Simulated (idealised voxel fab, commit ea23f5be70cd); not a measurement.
Process module heading - voxel transistor to metal
The cross-section on display is named cut; it measures 165 nm wide, and its cells are 5 nm squares.
Cross-section, as written here: a square-cell grid given band by band from the top down, where a band holds one or more rows of cells. Quick guide to a band line: top height, bottom height (nm) up front; then every material left to right with its width in nm. Only one material and it's marked "all across"? Then it fills the band edge to edge. And "blank" just means empty space. Heights are expressed relative to 0, this being the level below which the as-received wafer comprises one material exclusively. The lowest band is unbounded in the downward direction and is denoted as in "top 0, no bottom". Note: "30->40" means the width goes from the first number (top row of the band) to the second number (bottom row) in equal steps per row of cells. The cross-section has no changed cell in any step marked "everything unchanged". "Tabulated closed voids" specifies each empty space that is not open to the top and that occupies no fewer than 8 cells, using the form width x height at distance, the distance measured from the left edge and all three quantities in nm. Read whatever lies past the settings on a step's line as the simulator's own remark about the step. If you see "overlay nm" on a step's line and that step has a mask, it's telling you how far right of where it was planned the mask ended up; a negative number means it went left instead.

# The process steps that were planned are listed below
1,RECEIVE, material Si
2,CONFORMAL_DEP, material SiO2, thk nm 5
3,CONFORMAL_DEP, material SiN, thk nm 10
4,MASKED_ETCH, tone cover, mask id ACTIVE, width nm 110, etch materials SiN, depth nm 10, overlay nm 0
5,MASKED_ETCH, tone cover, mask id ACTIVE, width nm 110, etch materials SiO2, depth nm 5, overlay nm 0
6,MASKED_ETCH, tone cover, mask id ACTIVE, width nm 110, etch materials Si, depth nm 35, overlay nm 0
7,FILL_DEP, material SiO2, thk nm 15
8,CMP, height nm 15
9,SELECTIVE_ETCH, etch materials SiO2, depth nm 10
10,STRIP, etch materials SiN
11,SELECTIVE_ETCH, etch materials SiO2, depth nm 5
12,OXIDIZE, depth nm 5
13,DIRECTIONAL_DEP, material polySi, thk nm 25
14,DIRECTIONAL_DEP, material SiCN, thk nm 10
15,DIRECTIONAL_DEP, material aC, thk nm 15
16,PATTERN, tone cover, mask id GATE, material resist, width nm 20, thk nm 30, overlay nm 0
17,DIRECTIONAL_ETCH, etch materials aC, depth nm 15
18,STRIP, etch materials resist
19,DIRECTIONAL_ETCH, etch materials SiCN, depth nm 20
20,DIRECTIONAL_ETCH, etch materials polySi, depth nm 35
21,STRIP, etch materials aC
22,CONFORMAL_DEP, material SiO2, thk nm 5
23,DIRECTIONAL_ETCH, etch materials SiO2, depth nm 5
24,CONFORMAL_DEP, material SiN, thk nm 5
25,DIRECTIONAL_ETCH, etch materials SiN, depth nm 5
26,DIRECTIONAL_ETCH, etch materials SiO2, depth nm 5
27,DIRECTIONAL_ETCH, etch materials Si, depth nm 10
28,EPI, material nSi, thk nm 15
29,FILL_DEP, material SiO2, thk nm 5
30,CMP, height nm 35
31,DIRECTIONAL_DEP, material SiO2, thk nm 10
32,PATTERN, tone open, mask id CONTACT, material resist, width nm 35, pitch nm 65, thk nm 20, overlay nm 0
33,DIRECTIONAL_ETCH, etch materials SiO2, depth nm 45
34,STRIP, etch materials resist
35,CONFORMAL_DEP, material TiN, thk nm 5
36,FILL_DEP, material Ru, thk nm 10
37,CMP, height nm 45
38,CONFORMAL_DEP, material SiN, thk nm 5
39,DIRECTIONAL_DEP, material lowk, thk nm 20
40,PATTERN, tone open, mask id METAL_1, material resist, width nm 20, pitch nm 80, thk nm 15, overlay nm 0
41,DIRECTIONAL_ETCH, etch materials lowk, depth nm 20
42,DIRECTIONAL_ETCH, etch materials SiN, depth nm 5
43,STRIP, etch materials resist
44,CONFORMAL_DEP, material TiN, thk nm 5
45,FILL_DEP, material W, thk nm 5
46,CMP, height nm 70
47,CONFORMAL_DEP, material SiCN, thk nm 5

# Incoming wafer, cross-sectional view, post step 1
* top 0, no bottom = Si all across
* Tabulated closed voids: none

# First wafer of two, sectioned at end of module; run went per plan
* top 75, bottom 70 = SiCN all across
* top 70, bottom 50 = lowk 30  TiN 5  W 10  TiN 5  lowk 60  TiN 5  W 10  TiN 5  lowk 35
* top 50, bottom 45 = SiN 30  TiN 20  SiN 60  TiN 20  SiN 35
* top 45, bottom 35 = SiO2 30  TiN 5  Ru 25->20  TiN 5->10  SiO2 30  TiN 5->10  Ru 25->20  TiN 5  SiO2 35
* top 35, bottom 25 = SiO2 30  TiN 5  Ru 20  TiN 5  SiN 5  SiO2 5  SiCN 20  SiO2 5  SiN 5  TiN 5  Ru 20  TiN 5  SiO2 35
* top 25, bottom 15 = SiO2 30  TiN 5  Ru 20  TiN 5  SiN 5  SiO2 5  polySi 20  SiO2 5  SiN 5  TiN 5  Ru 20  TiN 5  SiO2 35
* top 15, bottom 10 = SiO2 30  TiN 5  Ru 5  TiN 20  SiN 5  SiO2 5  polySi 20  SiO2 5  SiN 5  TiN 20  Ru 5  TiN 5  SiO2 35
* top 10, bottom 5 = SiO2 30  TiN 5  Ru 5  TiN 5  nSi 15  SiN 5  SiO2 5  polySi 20  SiO2 5  SiN 5  nSi 15  TiN 5  Ru 5  TiN 5  SiO2 35
* top 5, bottom 0 = SiO2 30  TiN 15  nSi 15  SiN 5  SiO2 5  polySi 20  SiO2 5  SiN 5  nSi 15  TiN 15  SiO2 35
* top 0, bottom -5 = SiO2 20  nSi 40  SiO2 40  nSi 40  SiO2 25
* top -5, bottom -15 = SiO2 25  nSi 35  Si 40  nSi 35  SiO2 30
* top -15, bottom -35 = SiO2 25  Si 110  SiO2 30
* top -35, no bottom = Si all across
* Tabulated closed voids: none

# second wafer at the end: like start, like plan, one mistake
* top 75, bottom 70 = SiCN all across
* top 70, bottom 50 = lowk 30  TiN 5  W 10  TiN 5  lowk 60  TiN 5  W 10  TiN 5  lowk 35
* top 50, bottom 45 = SiN 30  TiN 20  SiN 60  TiN 20  SiN 35
* top 45, bottom 35 = SiO2 30  TiN 5  Ru 25->20  TiN 5->10  SiO2 30  TiN 5->10  Ru 25->20  TiN 5  SiO2 35
* top 35, bottom 25 = SiO2 30  TiN 5  Ru 20  TiN 5  SiN 5  SiO2 5  SiCN 20  SiO2 5  SiN 5  TiN 5  Ru 20  TiN 5  SiO2 35
* top 25, bottom 15 = SiO2 30  TiN 5  Ru 20  TiN 5  SiN 5  SiO2 5  polySi 20  SiO2 5  SiN 5  TiN 5  Ru 20  TiN 5  SiO2 35
* top 15, bottom 10 = SiO2 30  TiN 5  Ru 5  TiN 20  SiN 5  SiO2 5  polySi 20  SiO2 5  SiN 5  TiN 20  Ru 5  TiN 5  SiO2 35
* top 10, bottom 5 = SiO2 30  TiN 5  Ru 5  TiN 5  nSi 15  SiN 5  SiO2 5  polySi 20  SiO2 5  SiN 5  nSi 15  TiN 5  Ru 5  TiN 5  SiO2 35
* top 5, bottom 0 = SiO2 30  TiN 15  nSi 15  SiN 5  SiO2 5  polySi 20  SiO2 5  SiN 5  nSi 15  TiN 15  SiO2 35
* top 0, bottom -5 = SiO2 20  nSi 40  SiO2 40  nSi 40  SiO2 25
* top -5, bottom -15 = SiO2 25  nSi 35  Si 40  nSi 35  SiO2 30
* top -15, bottom -40 = SiO2 25  Si 110  SiO2 30
* top -40, no bottom = Si all across
* Tabulated closed voids: none
Processing error: step 6 ran with different settings than intended, the actual operation and settings being MASKED_ETCH, tone cover, mask id ACTIVE, width nm 110, etch materials Si, depth nm 40, overlay nm 0
Final difference in cells, second wafer against first, listed per material as more or fewer: 11 fewer of Si; 11 more of SiO2
